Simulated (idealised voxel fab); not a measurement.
process module | voxel lift off
cross-section cut | 275 nm wide | cells 5 nm
A cross-section is a grid of square cells, given in bands from the top down. A band is one or more rows of cells.
Each band's line starts with the height of the band's top and of its bottom, in nm. Then come its materials from left to right, each with its width in nm. One material with "throughout" fills the band from edge to edge. "air" is empty space.
Height 0 is the level under which the wafer as received is all one material. The lowest band goes on downwards, as in "0 down".
A width such as "30 to 40" changes by the same amount from each row of cells to the next, from the band's top row to its bottom row.
"no change" after a step means that no cell of the cross-section changed.
closed voids: empty space of 8 cells or more with no open way to the top, each as width x height at its distance from the left edge, in nm
after a step's settings: what the simulator itself notes on the step
overlay nm, on a step with a mask: how far to the right of its planned place the mask lay; to the left if negative
plan
1 op RECEIVE | material Si
2 op CONFORMAL_DEP | material SiN | thk nm 15
3 op PATTERN | tone open | mask id LINES | material resist | width nm 30 | pitch nm 50 | thk nm 15 | overlay nm 0
4 op DIRECTIONAL_DEP | material Ru | thk nm 5
5 op STRIP | etch materials resist
6 op CONFORMAL_DEP | material SiN | thk nm 10
first wafer, as planned
as received, after step 1
  0 down: Si throughout
  closed voids: none
after step 2
  15 to 0: SiN throughout
  below 0: unchanged
after step 3
  30 to 15: resist 70 | air 30 | resist 20 | air 30 | resist 20 | air 30 | resist 75
  below 15: unchanged
after step 4
  35 to 30: Ru 70 | air 30 | Ru 20 | air 30 | Ru 20 | air 30 | Ru 75
  30 to 20: resist 70 | air 30 | resist 20 | air 30 | resist 20 | air 30 | resist 75
  20 to 15: resist 70 | Ru 30 | resist 20 | Ru 30 | resist 20 | Ru 30 | resist 75
  below 15: unchanged
after step 5
  20 to 15: air 70 | Ru 30 | air 20 | Ru 30 | air 20 | Ru 30 | air 75
  below 15: unchanged
after step 6
  30 to 25: air 60 | SiN 150 | air 65
  25 to 20: SiN throughout
  20 to 15: SiN 70 | Ru 30 | SiN 20 | Ru 30 | SiN 20 | Ru 30 | SiN 75
  below 15: unchanged
second wafer: like start, like plan, one mistake. Through step 2 it matches the first wafer
when step 3 should have ended
  30 to 15: air 70 | resist 30 | air 20 | resist 30 | air 20 | resist 30 | air 75
  below 15: unchanged
when step 4 should have ended
  35 to 30: air 70 | Ru 30 | air 20 | Ru 30 | air 20 | Ru 30 | air 75
  30 to 20: air 70 | resist 30 | air 20 | resist 30 | air 20 | resist 30 | air 75
  20 to 15: Ru 70 | resist 30 | Ru 20 | resist 30 | Ru 20 | resist 30 | Ru 75
  below 15: unchanged
when step 5 should have ended
  20 to 15: Ru 70 | air 30 | Ru 20 | air 30 | Ru 20 | air 30 | Ru 75
  below 15: unchanged
when step 6 should have ended
  30 to 25: SiN 80 | air 10 | SiN 40 | air 10 | SiN 40 | air 10 | SiN 85
  25 to 20: SiN throughout
  20 to 15: Ru 70 | SiN 30 | Ru 20 | SiN 30 | Ru 20 | SiN 30 | Ru 75
  below 15: unchanged
what went wrong: step 3 ran as: op PATTERN | tone cover | mask id LINES | material resist | width nm 30 | pitch nm 50 | thk nm 15 | overlay nm 0
at the end the second wafer has, in cells: 19 more of Ru
